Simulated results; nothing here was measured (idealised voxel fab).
The process module that follows is named voxel transistor to metal.
Pictured: cross-section cut, 265 nm wide, on a grid of 5 nm square cells.
The cross-sections in this document take the form of a grid made of square cells. They are written out as bands, in order from top to bottom. Each band consists of one or more rows of cells.
Basically the band line says how high the top is and how high the bottom is, in nm, and then what's in it from left to right, every material with its width in nm. Empty space shows up as "empty", and if a single material carries "all across" it runs the full band edge to edge.
Below 0: as-received wafer, all one material; heights counted from there. Lowest band: no bottom, goes on down, written "0 and below".
A width such as "30->40" changes by the same amount from each row of cells to the next, from the band's top row to its bottom row.
"nothing got changed" (step): cross-section cells unchanged, all of them.
Reported under the label "Completely enclosed voids" are the empty spaces having no open way to the top and comprising 8 cells or more; the notation for each is width x height at distance, in which the distance is measured from the left edge and all three values are in nm.
Note: text after step settings on the step line = simulator remark on that step.
If you see "overlay nm" on a step's line and that step has a mask, it's telling you how far right of where it was planned the mask ended up; a negative number means it went left instead.
Heads up before you read on: it's before/after pairs around one process step each, after side only down to the lowest band that changed, step plus settings under the pair. Pairs can be from different runs of this module, same starting wafer, so only chain a pair onto the one above if its "Status quo ante" entry says so.

## Status quo ante
* 30 down to 20 = 50 nm empty, then 5 nm SiN, then 25 nm SiCN, then 5 nm SiN, then 95 nm empty, then 5 nm SiN, then 25 nm SiCN, then 5 nm SiN, then 50 nm empty
* 20 down to 0 = 45 nm empty, then 5 nm SiN, then 35 nm polySi, then 5 nm SiN, then 85 nm empty, then 5 nm SiN, then 35 nm polySi, then 5 nm SiN, then 45 nm empty
* 0 down to -5 = 10 nm empty, then 5 nm SiN, then 30 nm empty, then 5 nm SiN, then 35 nm polySi, then 5 nm SiN, then 30 nm empty, then 5 nm SiN, then 15 nm empty, then 5 nm SiN, then 30 nm empty, then 5 nm SiN, then 35 nm polySi, then 5 nm SiN, then 30 nm empty, then 5 nm SiN, then 10 nm empty
* -5 down to -10 = 15 nm SiO2, then 30 nm empty, then 45 nm SiO2, then 30 nm empty, then 25 nm SiO2, then 30 nm empty, then 45 nm SiO2, then 30 nm empty, then 15 nm SiO2
* -10 down to -35 = 20 nm SiO2, then 95 nm Si, then 35 nm SiO2, then 95 nm Si, then 20 nm SiO2
* -35 and below = Si all across
* Completely enclosed voids: none

## Resultant Cross-Section
* 30 down to 20 = 50 nm empty, then 5 nm SiN, then 25 nm SiCN, then 5 nm SiN, then 95 nm empty, then 5 nm SiN, then 25 nm SiCN, then 5 nm SiN, then 50 nm empty
* 20 down to 0 = 45 nm empty, then 5 nm SiN, then 35 nm polySi, then 5 nm SiN, then 85 nm empty, then 5 nm SiN, then 35 nm polySi, then 5 nm SiN, then 45 nm empty
* 0 down to -5 = 10 nm empty, then 5 nm SiN, then 30 nm empty, then 5 nm SiN, then 35 nm polySi, then 5 nm SiN, then 30 nm empty, then 5 nm SiN, then 15 nm empty, then 5 nm SiN, then 30 nm empty, then 5 nm SiN, then 35 nm polySi, then 5 nm SiN, then 30 nm empty, then 5 nm SiN, then 10 nm empty
* -5 down to -10 = 15 nm SiO2, then 30 nm nSi, then 45 nm SiO2, then 30 nm nSi, then 25 nm SiO2, then 30 nm nSi, then 45 nm SiO2, then 30 nm nSi, then 15 nm SiO2
* below -10: unchanged
* Completely enclosed voids: none
Between the two cross-sections shown above lies EPI with material nSi, thk nm 5

Status quo ante: same picture as after in the pair right above, so we don't repeat it.

## Resultant Cross-Section
* 35 down to 30 = SiO2 all across
* 30 down to 20 = 50 nm SiO2, then 5 nm SiN, then 25 nm SiCN, then 5 nm SiN, then 95 nm SiO2, then 5 nm SiN, then 25 nm SiCN, then 5 nm SiN, then 50 nm SiO2
* 20 down to 0 = 45 nm SiO2, then 5 nm SiN, then 35 nm polySi, then 5 nm SiN, then 85 nm SiO2, then 5 nm SiN, then 35 nm polySi, then 5 nm SiN, then 45 nm SiO2
* 0 down to -5 = 10 nm SiO2, then 5 nm SiN, then 30 nm SiO2, then 5 nm SiN, then 35 nm polySi, then 5 nm SiN, then 30 nm SiO2, then 5 nm SiN, then 15 nm SiO2, then 5 nm SiN, then 30 nm SiO2, then 5 nm SiN, then 35 nm polySi, then 5 nm SiN, then 30 nm SiO2, then 5 nm SiN, then 10 nm SiO2
* below -5: unchanged
* Completely enclosed voids: none
Between the two cross-sections shown above lies FILL_DEP with material SiO2, thk nm 5

Status quo ante: same picture as after in the pair right above, so we don't repeat it.

## Resultant Cross-Section
* 30 down to 20 = 50 nm SiO2, then 5 nm SiN, then 25 nm SiCN, then 5 nm SiN, then 95 nm SiO2, then 5 nm SiN, then 25 nm SiCN, then 5 nm SiN, then 50 nm SiO2
* below 20: unchanged
* Completely enclosed voids: none
Between the two cross-sections shown above lies CMP with height nm 30

Status quo ante: same picture as after in the pair right above, so we don't repeat it.

## Resultant Cross-Section
* 40 down to 30 = SiO2 all across
* below 30: unchanged
* Completely enclosed voids: none
Between the two cross-sections shown above lies DIRECTIONAL_DEP with material SiO2, thk nm 10

Status quo ante: same picture as after in the pair right above, so we don't repeat it.

## Resultant Cross-Section
* 40 down to 30 = 25 nm SiO2, then 15 nm empty, then 55 nm SiO2, then 15 nm empty, then 45 nm SiO2, then 15 nm empty, then 55 nm SiO2, then 15 nm empty, then 25 nm SiO2
* 30 down to 20 = 25 nm SiO2, then 15 nm empty, then 10 nm SiO2, then 5 nm SiN, then 25 nm SiCN, then 5 nm SiN, then 10 nm SiO2, then 15 nm empty, then 45 nm SiO2, then 15 nm empty, then 10 nm SiO2, then 5 nm SiN, then 25 nm SiCN, then 5 nm SiN, then 10 nm SiO2, then 15 nm empty, then 25 nm SiO2
* 20 down to 0 = 25 nm SiO2, then 15 nm empty, then 5 nm SiO2, then 5 nm SiN, then 35 nm polySi, then 5 nm SiN, then 5 nm SiO2, then 15 nm empty, then 45 nm SiO2, then 15 nm empty, then 5 nm SiO2, then 5 nm SiN, then 35 nm polySi, then 5 nm SiN, then 5 nm SiO2, then 15 nm empty, then 25 nm SiO2
* 0 down to -5 = 10 nm SiO2, then 5 nm SiN, then 10 nm SiO2, then 15 nm empty, then 5 nm SiO2, then 5 nm SiN, then 35 nm polySi, then 5 nm SiN, then 5 nm SiO2, then 15 nm empty, then 10 nm SiO2, then 5 nm SiN, then 15 nm SiO2, then 5 nm SiN, then 10 nm SiO2, then 15 nm empty, then 5 nm SiO2, then 5 nm SiN, then 35 nm polySi, then 5 nm SiN, then 5 nm SiO2, then 15 nm empty, then 10 nm SiO2, then 5 nm SiN, then 10 nm SiO2
* below -5: unchanged
* Completely enclosed voids: none
Between the two cross-sections shown above lies MASKED_ETCH with tone open, mask id CONTACT, width nm 15, etch materials SiO2, depth nm 45, overlay nm 0

Status quo ante: same picture as after in the pair right above, so we don't repeat it.

## Resultant Cross-Section
* 45 down to 40 = 30 nm TiN, then 5 nm empty, then 65 nm TiN, then 5 nm empty, then 55 nm TiN, then 5 nm empty, then 65 nm TiN, then 5 nm empty, then 30 nm TiN
* 40 down to 30 = 25 nm SiO2, then 5 nm TiN, then 5 nm empty, then 5 nm TiN, then 55 nm SiO2, then 5 nm TiN, then 5 nm empty, then 5 nm TiN, then 45 nm SiO2, then 5 nm TiN, then 5 nm empty, then 5 nm TiN, then 55 nm SiO2, then 5 nm TiN, then 5 nm empty, then 5 nm TiN, then 25 nm SiO2
* 30 down to 20 = 25 nm SiO2, then 5 nm TiN, then 5 nm empty, then 5 nm TiN, then 10 nm SiO2, then 5 nm SiN, then 25 nm SiCN, then 5 nm SiN, then 10 nm SiO2, then 5 nm TiN, then 5 nm empty, then 5 nm TiN, then 45 nm SiO2, then 5 nm TiN, then 5 nm empty, then 5 nm TiN, then 10 nm SiO2, then 5 nm SiN, then 25 nm SiCN, then 5 nm SiN, then 10 nm SiO2, then 5 nm TiN, then 5 nm empty, then 5 nm TiN, then 25 nm SiO2
* 20 down to 0 = 25 nm SiO2, then 5 nm TiN, then 5 nm empty, then 5 nm TiN, then 5 nm SiO2, then 5 nm SiN, then 35 nm polySi, then 5 nm SiN, then 5 nm SiO2, then 5 nm TiN, then 5 nm empty, then 5 nm TiN, then 45 nm SiO2, then 5 nm TiN, then 5 nm empty, then 5 nm TiN, then 5 nm SiO2, then 5 nm SiN, then 35 nm polySi, then 5 nm SiN, then 5 nm SiO2, then 5 nm TiN, then 5 nm empty, then 5 nm TiN, then 25 nm SiO2
* 0 down to -5 = 10 nm SiO2, then 5 nm SiN, then 10 nm SiO2, then 15 nm TiN, then 5 nm SiO2, then 5 nm SiN, then 35 nm polySi, then 5 nm SiN, then 5 nm SiO2, then 15 nm TiN, then 10 nm SiO2, then 5 nm SiN, then 15 nm SiO2, then 5 nm SiN, then 10 nm SiO2, then 15 nm TiN, then 5 nm SiO2, then 5 nm SiN, then 35 nm polySi, then 5 nm SiN, then 5 nm SiO2, then 15 nm TiN, then 10 nm SiO2, then 5 nm SiN, then 10 nm SiO2
* below -5: unchanged
* Completely enclosed voids: none
Between the two cross-sections shown above lies CONFORMAL_DEP with material TiN, thk nm 5

Status quo ante: same picture as after in the pair right above, so we don't repeat it.

## Resultant Cross-Section
* 55 down to 45 = Ru all across
* 45 down to 40 = 30 nm TiN, then 5 nm Ru, then 65 nm TiN, then 5 nm Ru, then 55 nm TiN, then 5 nm Ru, then 65 nm TiN, then 5 nm Ru, then 30 nm TiN
* 40 down to 30 = 25 nm SiO2, then 5 nm TiN, then 5 nm Ru, then 5 nm TiN, then 55 nm SiO2, then 5 nm TiN, then 5 nm Ru, then 5 nm TiN, then 45 nm SiO2, then 5 nm TiN, then 5 nm Ru, then 5 nm TiN, then 55 nm SiO2, then 5 nm TiN, then 5 nm Ru, then 5 nm TiN, then 25 nm SiO2
* 30 down to 20 = 25 nm SiO2, then 5 nm TiN, then 5 nm Ru, then 5 nm TiN, then 10 nm SiO2, then 5 nm SiN, then 25 nm SiCN, then 5 nm SiN, then 10 nm SiO2, then 5 nm TiN, then 5 nm Ru, then 5 nm TiN, then 45 nm SiO2, then 5 nm TiN, then 5 nm Ru, then 5 nm TiN, then 10 nm SiO2, then 5 nm SiN, then 25 nm SiCN, then 5 nm SiN, then 10 nm SiO2, then 5 nm TiN, then 5 nm Ru, then 5 nm TiN, then 25 nm SiO2
* 20 down to 0 = 25 nm SiO2, then 5 nm TiN, then 5 nm Ru, then 5 nm TiN, then 5 nm SiO2, then 5 nm SiN, then 35 nm polySi, then 5 nm SiN, then 5 nm SiO2, then 5 nm TiN, then 5 nm Ru, then 5 nm TiN, then 45 nm SiO2, then 5 nm TiN, then 5 nm Ru, then 5 nm TiN, then 5 nm SiO2, then 5 nm SiN, then 35 nm polySi, then 5 nm SiN, then 5 nm SiO2, then 5 nm TiN, then 5 nm Ru, then 5 nm TiN, then 25 nm SiO2
* below 0: unchanged
* Completely enclosed voids: none
Between the two cross-sections shown above lies FILL_DEP with material Ru, thk nm 10

Status quo ante: same picture as after in the pair right above, so we don't repeat it.

## Resultant Cross-Section
* 40 down to 30 = 25 nm SiO2, then 5 nm TiN, then 5 nm Ru, then 5 nm TiN, then 55 nm SiO2, then 5 nm TiN, then 5 nm Ru, then 5 nm TiN, then 45 nm SiO2, then 5 nm TiN, then 5 nm Ru, then 5 nm TiN, then 55 nm SiO2, then 5 nm TiN, then 5 nm Ru, then 5 nm TiN, then 25 nm SiO2
* below 30: unchanged
* Completely enclosed voids: none
Between the two cross-sections shown above lies CMP with height nm 40

Status quo ante: same picture as after in the pair right above, so we don't repeat it.

## Resultant Cross-Section
* 45 down to 40 = SiN all across
* below 40: unchanged
* Completely enclosed voids: none
Between the two cross-sections shown above lies CONFORMAL_DEP with material SiN, thk nm 5

Status quo ante: same picture as after in the pair right above, so we don't repeat it.

## Resultant Cross-Section
* 70 down to 45 = SiO2 all across
* below 45: unchanged
* Completely enclosed voids: none
Between the two cross-sections shown above lies DIRECTIONAL_DEP with material SiO2, thk nm 25

Status quo ante: same picture as after in the pair right above, so we don't repeat it.

## Resultant Cross-Section
* 70 down to 45 = 25 nm SiO2, then 15 nm empty, then 55 nm SiO2, then 15 nm empty, then 45 nm SiO2, then 15 nm empty, then 55 nm SiO2, then 15 nm empty, then 25 nm SiO2
* below 45: unchanged
* Completely enclosed voids: none
Between the two cross-sections shown above lies MASKED_ETCH with tone open, mask id METAL_1, width nm 15, etch materials SiO2, depth nm 25, overlay nm 0

Status quo ante: same picture as after in the pair right above, so we don't repeat it.

## Resultant Cross-Section
* 70 down to 45 = 25 nm SiO2, then 15 nm empty, then 55 nm SiO2, then 15 nm empty, then 45 nm SiO2, then 15 nm empty, then 55 nm SiO2, then 15 nm empty, then 25 nm SiO2
* 45 down to 40 = 25 nm SiN, then 15 nm empty, then 55 nm SiN, then 15 nm empty, then 45 nm SiN, then 15 nm empty, then 55 nm SiN, then 15 nm empty, then 25 nm SiN
* below 40: unchanged
* Completely enclosed voids: none
Between the two cross-sections shown above lies MASKED_ETCH with tone open, mask id METAL_1, width nm 15, etch materials SiN, depth nm 5, overlay nm 0

Status quo ante: same picture as after in the pair right above, so we don't repeat it.

## Resultant Cross-Section
* 75 down to 70 = 30 nm TiN, then 5 nm empty, then 65 nm TiN, then 5 nm empty, then 55 nm TiN, then 5 nm empty, then 65 nm TiN, then 5 nm empty, then 30 nm TiN
* 70 down to 45 = 25 nm SiO2, then 5 nm TiN, then 5 nm empty, then 5 nm TiN, then 55 nm SiO2, then 5 nm TiN, then 5 nm empty, then 5 nm TiN, then 45 nm SiO2, then 5 nm TiN, then 5 nm empty, then 5 nm TiN, then 55 nm SiO2, then 5 nm TiN, then 5 nm empty, then 5 nm TiN, then 25 nm SiO2
* 45 down to 40 = 25 nm SiN, then 15 nm TiN, then 55 nm SiN, then 15 nm TiN, then 45 nm SiN, then 15 nm TiN, then 55 nm SiN, then 15 nm TiN, then 25 nm SiN
* below 40: unchanged
* Completely enclosed voids: none
Between the two cross-sections shown above lies CONFORMAL_DEP with material TiN, thk nm 5

Status quo ante: same picture as after in the pair right above, so we don't repeat it.

## Resultant Cross-Section
* 85 down to 75 = Ru all across
* 75 down to 70 = 30 nm TiN, then 5 nm Ru, then 65 nm TiN, then 5 nm Ru, then 55 nm TiN, then 5 nm Ru, then 65 nm TiN, then 5 nm Ru, then 30 nm TiN
* 70 down to 45 = 25 nm SiO2, then 5 nm TiN, then 5 nm Ru, then 5 nm TiN, then 55 nm SiO2, then 5 nm TiN, then 5 nm Ru, then 5 nm TiN, then 45 nm SiO2, then 5 nm TiN, then 5 nm Ru, then 5 nm TiN, then 55 nm SiO2, then 5 nm TiN, then 5 nm Ru, then 5 nm TiN, then 25 nm SiO2
* below 45: unchanged
* Completely enclosed voids: none
Between the two cross-sections shown above lies FILL_DEP with material Ru, thk nm 10

Status quo ante: same picture as after in the pair right above, so we don't repeat it.

## Resultant Cross-Section
* 70 down to 45 = 25 nm SiO2, then 5 nm TiN, then 5 nm Ru, then 5 nm TiN, then 55 nm SiO2, then 5 nm TiN, then 5 nm Ru, then 5 nm TiN, then 45 nm SiO2, then 5 nm TiN, then 5 nm Ru, then 5 nm TiN, then 55 nm SiO2, then 5 nm TiN, then 5 nm Ru, then 5 nm TiN, then 25 nm SiO2
* below 45: unchanged
* Completely enclosed voids: none
Between the two cross-sections shown above lies CMP with height nm 70

Status quo ante: same picture as after in the pair right above, so we don't repeat it.

## Resultant Cross-Section
* 75 down to 70 = 20 nm empty, then 25 nm Ru, then 45 nm empty, then 25 nm Ru, then 35 nm empty, then 25 nm Ru, then 45 nm empty, then 25 nm Ru, then 20 nm empty
* below 70: unchanged
* Completely enclosed voids: none
Between the two cross-sections shown above lies EPI with material Ru, thk nm 5

Status quo ante: same picture as after in the pair right above, so we don't repeat it.

## Resultant Cross-Section
* 80 down to 75 = SiCN all across
* 75 down to 70 = 20 nm SiCN, then 25 nm Ru, then 45 nm SiCN, then 25 nm Ru, then 35 nm SiCN, then 25 nm Ru, then 45 nm SiCN, then 25 nm Ru, then 20 nm SiCN
* below 70: unchanged
* Completely enclosed voids: none
Between the two cross-sections shown above lies FILL_DEP with material SiCN, thk nm 5

## Status quo ante
* 40 down to 30 = SiO2 all across
* 30 down to 20 = 50 nm SiO2, then 5 nm SiN, then 25 nm SiCN, then 5 nm SiN, then 95 nm SiO2, then 5 nm SiN, then 25 nm SiCN, then 5 nm SiN, then 50 nm SiO2
* 20 down to 0 = 50 nm SiO2, then 5 nm SiN, then 25 nm polySi, then 5 nm SiN, then 95 nm SiO2, then 5 nm SiN, then 25 nm polySi, then 5 nm SiN, then 50 nm SiO2
* 0 down to -5 = 10 nm SiO2, then 5 nm SiN, then 35 nm SiO2, then 5 nm SiN, then 25 nm polySi, then 5 nm SiN, then 35 nm SiO2, then 5 nm SiN, then 15 nm SiO2, then 5 nm SiN, then 35 nm SiO2, then 5 nm SiN, then 25 nm polySi, then 5 nm SiN, then 35 nm SiO2, then 5 nm SiN, then 10 nm SiO2
* -5 down to -10 = 15 nm SiO2, then 35 nm nSi, then 35 nm SiO2, then 35 nm nSi, then 25 nm SiO2, then 35 nm nSi, then 35 nm SiO2, then 35 nm nSi, then 15 nm SiO2
* -10 down to -35 = 20 nm SiO2, then 95 nm Si, then 35 nm SiO2, then 95 nm Si, then 20 nm SiO2
* -35 and below = Si all across
* Completely enclosed voids: none

## Resultant Cross-Section
* 40 down to 30 = 30 nm SiO2, then 15 nm empty, then 55 nm SiO2, then 15 nm empty, then 45 nm SiO2, then 15 nm empty, then 55 nm SiO2, then 15 nm empty, then 20 nm SiO2
* 30 down to 20 = 30 nm SiO2, then 15 nm empty, then 5 nm SiO2, then 5 nm SiN, then 25 nm SiCN, then 5 nm SiN, then 15 nm SiO2, then 15 nm empty, then 45 nm SiO2, then 15 nm empty, then 5 nm SiO2, then 5 nm SiN, then 25 nm SiCN, then 5 nm SiN, then 15 nm SiO2, then 15 nm empty, then 20 nm SiO2
* 20 down to 0 = 30 nm SiO2, then 15 nm empty, then 5 nm SiO2, then 5 nm SiN, then 25 nm polySi, then 5 nm SiN, then 15 nm SiO2, then 15 nm empty, then 45 nm SiO2, then 15 nm empty, then 5 nm SiO2, then 5 nm SiN, then 25 nm polySi, then 5 nm SiN, then 15 nm SiO2, then 15 nm empty, then 20 nm SiO2
* 0 down to -5 = 10 nm SiO2, then 5 nm SiN, then 15 nm SiO2, then 15 nm empty, then 5 nm SiO2, then 5 nm SiN, then 25 nm polySi, then 5 nm SiN, then 15 nm SiO2, then 15 nm empty, then 5 nm SiO2, then 5 nm SiN, then 15 nm SiO2, then 5 nm SiN, then 15 nm SiO2, then 15 nm empty, then 5 nm SiO2, then 5 nm SiN, then 25 nm polySi, then 5 nm SiN, then 15 nm SiO2, then 15 nm empty, then 5 nm SiO2, then 5 nm SiN, then 10 nm SiO2
* below -5: unchanged
* Completely enclosed voids: none
Between the two cross-sections shown above lies MASKED_ETCH with tone open, mask id CONTACT, width nm 15, etch materials SiO2, depth nm 45, overlay nm 5

Status quo ante: same picture as after in the pair right above, so we don't repeat it.

## Resultant Cross-Section
* 45 down to 40 = 35 nm TiN, then 5 nm empty, then 65 nm TiN, then 5 nm empty, then 55 nm TiN, then 5 nm empty, then 65 nm TiN, then 5 nm empty, then 25 nm TiN
* 40 down to 30 = 30 nm SiO2, then 5 nm TiN, then 5 nm empty, then 5 nm TiN, then 55 nm SiO2, then 5 nm TiN, then 5 nm empty, then 5 nm TiN, then 45 nm SiO2, then 5 nm TiN, then 5 nm empty, then 5 nm TiN, then 55 nm SiO2, then 5 nm TiN, then 5 nm empty, then 5 nm TiN, then 20 nm SiO2
* 30 down to 20 = 30 nm SiO2, then 5 nm TiN, then 5 nm empty, then 5 nm TiN, then 5 nm SiO2, then 5 nm SiN, then 25 nm SiCN, then 5 nm SiN, then 15 nm SiO2, then 5 nm TiN, then 5 nm empty, then 5 nm TiN, then 45 nm SiO2, then 5 nm TiN, then 5 nm empty, then 5 nm TiN, then 5 nm SiO2, then 5 nm SiN, then 25 nm SiCN, then 5 nm SiN, then 15 nm SiO2, then 5 nm TiN, then 5 nm empty, then 5 nm TiN, then 20 nm SiO2
* 20 down to 0 = 30 nm SiO2, then 5 nm TiN, then 5 nm empty, then 5 nm TiN, then 5 nm SiO2, then 5 nm SiN, then 25 nm polySi, then 5 nm SiN, then 15 nm SiO2, then 5 nm TiN, then 5 nm empty, then 5 nm TiN, then 45 nm SiO2, then 5 nm TiN, then 5 nm empty, then 5 nm TiN, then 5 nm SiO2, then 5 nm SiN, then 25 nm polySi, then 5 nm SiN, then 15 nm SiO2, then 5 nm TiN, then 5 nm empty, then 5 nm TiN, then 20 nm SiO2
* 0 down to -5 = 10 nm SiO2, then 5 nm SiN, then 15 nm SiO2, then 15 nm TiN, then 5 nm SiO2, then 5 nm SiN, then 25 nm polySi, then 5 nm SiN, then 15 nm SiO2, then 15 nm TiN, then 5 nm SiO2, then 5 nm SiN, then 15 nm SiO2, then 5 nm SiN, then 15 nm SiO2, then 15 nm TiN, then 5 nm SiO2, then 5 nm SiN, then 25 nm polySi, then 5 nm SiN, then 15 nm SiO2, then 15 nm TiN, then 5 nm SiO2, then 5 nm SiN, then 10 nm SiO2
* below -5: unchanged
* Completely enclosed voids: none
Between the two cross-sections shown above lies CONFORMAL_DEP with material TiN, thk nm 5

Status quo ante: same picture as after in the pair right above, so we don't repeat it.

## Resultant Cross-Section
* 55 down to 45 = Ru all across
* 45 down to 40 = 35 nm TiN, then 5 nm Ru, then 65 nm TiN, then 5 nm Ru, then 55 nm TiN, then 5 nm Ru, then 65 nm TiN, then 5 nm Ru, then 25 nm TiN
* 40 down to 30 = 30 nm SiO2, then 5 nm TiN, then 5 nm Ru, then 5 nm TiN, then 55 nm SiO2, then 5 nm TiN, then 5 nm Ru, then 5 nm TiN, then 45 nm SiO2, then 5 nm TiN, then 5 nm Ru, then 5 nm TiN, then 55 nm SiO2, then 5 nm TiN, then 5 nm Ru, then 5 nm TiN, then 20 nm SiO2
* 30 down to 20 = 30 nm SiO2, then 5 nm TiN, then 5 nm Ru, then 5 nm TiN, then 5 nm SiO2, then 5 nm SiN, then 25 nm SiCN, then 5 nm SiN, then 15 nm SiO2, then 5 nm TiN, then 5 nm Ru, then 5 nm TiN, then 45 nm SiO2, then 5 nm TiN, then 5 nm Ru, then 5 nm TiN, then 5 nm SiO2, then 5 nm SiN, then 25 nm SiCN, then 5 nm SiN, then 15 nm SiO2, then 5 nm TiN, then 5 nm Ru, then 5 nm TiN, then 20 nm SiO2
* 20 down to 0 = 30 nm SiO2, then 5 nm TiN, then 5 nm Ru, then 5 nm TiN, then 5 nm SiO2, then 5 nm SiN, then 25 nm polySi, then 5 nm SiN, then 15 nm SiO2, then 5 nm TiN, then 5 nm Ru, then 5 nm TiN, then 45 nm SiO2, then 5 nm TiN, then 5 nm Ru, then 5 nm TiN, then 5 nm SiO2, then 5 nm SiN, then 25 nm polySi, then 5 nm SiN, then 15 nm SiO2, then 5 nm TiN, then 5 nm Ru, then 5 nm TiN, then 20 nm SiO2
* below 0: unchanged
* Completely enclosed voids: none
Between the two cross-sections shown above lies FILL_DEP with material Ru, thk nm 10

Status quo ante: same picture as after in the pair right above, so we don't repeat it.

## Resultant Cross-Section
* 40 down to 30 = 30 nm SiO2, then 5 nm TiN, then 5 nm Ru, then 5 nm TiN, then 55 nm SiO2, then 5 nm TiN, then 5 nm Ru, then 5 nm TiN, then 45 nm SiO2, then 5 nm TiN, then 5 nm Ru, then 5 nm TiN, then 55 nm SiO2, then 5 nm TiN, then 5 nm Ru, then 5 nm TiN, then 20 nm SiO2
* below 30: unchanged
* Completely enclosed voids: none
Between the two cross-sections shown above lies CMP with height nm 40

Status quo ante: same picture as after in the pair right above, so we don't repeat it.

## Resultant Cross-Section
* 45 down to 40 = SiN all across
* below 40: unchanged
* Completely enclosed voids: none
Between the two cross-sections shown above lies CONFORMAL_DEP with material SiN, thk nm 5

Status quo ante: same picture as after in the pair right above, so we don't repeat it.

## Resultant Cross-Section
* 70 down to 45 = SiO2 all across
* below 45: unchanged
* Completely enclosed voids: none
Between the two cross-sections shown above lies DIRECTIONAL_DEP with material SiO2, thk nm 25

Status quo ante: same picture as after in the pair right above, so we don't repeat it.

## Resultant Cross-Section
* 70 down to 45 = 25 nm SiO2, then 15 nm empty, then 55 nm SiO2, then 15 nm empty, then 45 nm SiO2, then 15 nm empty, then 55 nm SiO2, then 15 nm empty, then 25 nm SiO2
* below 45: unchanged
* Completely enclosed voids: none
Between the two cross-sections shown above lies MASKED_ETCH with tone open, mask id METAL_1, width nm 15, etch materials SiO2, depth nm 25, overlay nm 0

Status quo ante: same picture as after in the pair right above, so we don't repeat it.

## Resultant Cross-Section
* 70 down to 45 = 25 nm SiO2, then 15 nm empty, then 55 nm SiO2, then 15 nm empty, then 45 nm SiO2, then 15 nm empty, then 55 nm SiO2, then 15 nm empty, then 25 nm SiO2
* 45 down to 40 = 25 nm SiN, then 15 nm empty, then 55 nm SiN, then 15 nm empty, then 45 nm SiN, then 15 nm empty, then 55 nm SiN, then 15 nm empty, then 25 nm SiN
* below 40: unchanged
* Completely enclosed voids: none
Between the two cross-sections shown above lies MASKED_ETCH with tone open, mask id METAL_1, width nm 15, etch materials SiN, depth nm 5, overlay nm 0

Status quo ante: same picture as after in the pair right above, so we don't repeat it.

## Resultant Cross-Section
* 75 down to 70 = 30 nm TiN, then 5 nm empty, then 65 nm TiN, then 5 nm empty, then 55 nm TiN, then 5 nm empty, then 65 nm TiN, then 5 nm empty, then 30 nm TiN
* 70 down to 45 = 25 nm SiO2, then 5 nm TiN, then 5 nm empty, then 5 nm TiN, then 55 nm SiO2, then 5 nm TiN, then 5 nm empty, then 5 nm TiN, then 45 nm SiO2, then 5 nm TiN, then 5 nm empty, then 5 nm TiN, then 55 nm SiO2, then 5 nm TiN, then 5 nm empty, then 5 nm TiN, then 25 nm SiO2
* 45 down to 40 = 25 nm SiN, then 15 nm TiN, then 55 nm SiN, then 15 nm TiN, then 45 nm SiN, then 15 nm TiN, then 55 nm SiN, then 15 nm TiN, then 25 nm SiN
* below 40: unchanged
* Completely enclosed voids: none
Between the two cross-sections shown above lies CONFORMAL_DEP with material TiN, thk nm 5

Status quo ante: same picture as after in the pair right above, so we don't repeat it.

## Resultant Cross-Section
* 85 down to 75 = Ru all across
* 75 down to 70 = 30 nm TiN, then 5 nm Ru, then 65 nm TiN, then 5 nm Ru, then 55 nm TiN, then 5 nm Ru, then 65 nm TiN, then 5 nm Ru, then 30 nm TiN
* 70 down to 45 = 25 nm SiO2, then 5 nm TiN, then 5 nm Ru, then 5 nm TiN, then 55 nm SiO2, then 5 nm TiN, then 5 nm Ru, then 5 nm TiN, then 45 nm SiO2, then 5 nm TiN, then 5 nm Ru, then 5 nm TiN, then 55 nm SiO2, then 5 nm TiN, then 5 nm Ru, then 5 nm TiN, then 25 nm SiO2
* below 45: unchanged
* Completely enclosed voids: none
Between the two cross-sections shown above lies FILL_DEP with material Ru, thk nm 10

Status quo ante: same picture as after in the pair right above, so we don't repeat it.

## Resultant Cross-Section
* 70 down to 45 = 25 nm SiO2, then 5 nm TiN, then 5 nm Ru, then 5 nm TiN, then 55 nm SiO2, then 5 nm TiN, then 5 nm Ru, then 5 nm TiN, then 45 nm SiO2, then 5 nm TiN, then 5 nm Ru, then 5 nm TiN, then 55 nm SiO2, then 5 nm TiN, then 5 nm Ru, then 5 nm TiN, then 25 nm SiO2
* below 45: unchanged
* Completely enclosed voids: none
Between the two cross-sections shown above lies CMP with height nm 70

Status quo ante: same picture as after in the pair right above, so we don't repeat it.

## Resultant Cross-Section
* 75 down to 70 = 20 nm empty, then 25 nm Ru, then 45 nm empty, then 25 nm Ru, then 35 nm empty, then 25 nm Ru, then 45 nm empty, then 25 nm Ru, then 20 nm empty
* below 70: unchanged
* Completely enclosed voids: none
Between the two cross-sections shown above lies EPI with material Ru, thk nm 5

Status quo ante: same picture as after in the pair right above, so we don't repeat it.

## Resultant Cross-Section
* 80 down to 75 = SiCN all across
* 75 down to 70 = 20 nm SiCN, then 25 nm Ru, then 45 nm SiCN, then 25 nm Ru, then 35 nm SiCN, then 25 nm Ru, then 45 nm SiCN, then 25 nm Ru, then 20 nm SiCN
* below 70: unchanged
* Completely enclosed voids: none
Between the two cross-sections shown above lies FILL_DEP with material SiCN, thk nm 5
